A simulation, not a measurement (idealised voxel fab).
Process module name: voxel ribs on slabs
Displayed cross-section: cut, width of 170 nm, square cells sized 5 nm.
Heads up, the way a cross-section reads in here is a grid of square cells, handed over as bands from the top down, with every band being one or more rows of cells. What a band's entry tells you: where the top is and where the bottom is, as heights in nm, and after that what lies inside, material by material from left to right, each with its width in nm. Empty space is written as the word "empty", and a single material marked with the word "all across" occupies the band from edge to edge. Ref level 0: as-received wafer is one material below here. Bottom band extends down with no lower bound ("0 nm and below"). When a width is written as two numbers, as in "30->40", the first number is the width in the top row of cells of the band and the second is the width in its bottom row, and the width changes by the same amount from each row to the next. Step note "nothing got changed" = no cross-section cell changed. "Closed-off voids" enumerates empty spaces isolated from the top, with no open way to it, that contain at least 8 cells, giving each as width x height at distance from the left edge, all three in nm. The remark found on a step's line after its settings is issued by the simulator itself and pertains to that step. overlay nm: how far to the right of its planned place the mask lay on this masked step (negative: to the left).
Planned step list for the process:
1 RECEIVE,material Si
2 DIRECTIONAL_DEP,material SiO2,thk nm 30
3 DIRECTIONAL_DEP,material SiN,thk nm 15
4 PATTERN,tone cover,mask id RIB,material resist,width nm 30,thk nm 20,overlay nm 0
5 DIRECTIONAL_ETCH,etch materials SiN,depth nm 10
6 STRIP,etch materials resist
7 DIRECTIONAL_DEP,material aC,thk nm 10
8 PATTERN,tone cover,mask id SLAB,material resist,width nm 60,thk nm 25,overlay nm 0
9 DIRECTIONAL_ETCH,etch materials aC,depth nm 10
10 STRIP,etch materials resist
11 DIRECTIONAL_ETCH,etch materials SiN,depth nm 5
12 STRIP,etch materials aC
13 FILL_DEP,material SiO2,thk nm 30
14 CMP,height nm 65
15 DIRECTIONAL_DEP,material W,thk nm 5
16 PATTERN,tone cover,mask id HEATER,material resist,width nm 40,thk nm 20,overlay nm 0
17 DIRECTIONAL_ETCH,etch materials W,depth nm 5
18 STRIP,etch materials resist
19 CONFORMAL_DEP,material SiN,thk nm 10
Wafer at receipt (post step 1), cross-section:
* 0 nm and below: Si all across
* Closed-off voids: none
Module complete - cross-section of the first of two wafers, run according to plan:
* 80 nm to 75 nm: empty (55); SiN (60); empty (55)
* 75 nm to 70 nm: SiN all across
* 70 nm to 65 nm: SiN (65); W (40); SiN (65)
* 65 nm to 45 nm: SiO2 all across
* 45 nm to 35 nm: SiO2 (70); SiN (30); SiO2 (70)
* 35 nm to 30 nm: SiO2 (55); SiN (60); SiO2 (55)
* 30 nm to 0 nm: SiO2 all across
* 0 nm and below: Si all across
* Closed-off voids: none
End of module, second wafer, cross-section. Started like the first, planned like the first, run with one mistake:
* 80 nm to 75 nm: empty (55); SiN (60); empty (55)
* 75 nm to 70 nm: SiN all across
* 70 nm to 65 nm: SiN (65); W (40); SiN (65)
* 65 nm to 45 nm: SiO2 all across
* 45 nm to 35 nm: SiO2 (70); SiN (30); SiO2 (70)
* 35 nm to 30 nm: SiO2 (60); SiN (60); SiO2 (50)
* 30 nm to 0 nm: SiO2 all across
* 0 nm and below: Si all across
* Closed-off voids: none
Finding, execution versus plan: step 8, actual vs plan mismatch, actual run PATTERN,tone cover,mask id SLAB,material resist,width nm 60,thk nm 25,overlay nm 5
Upon completion, the cell count for each material on the second wafer equals that on the first, whereas the spatial distribution of those cells differs.
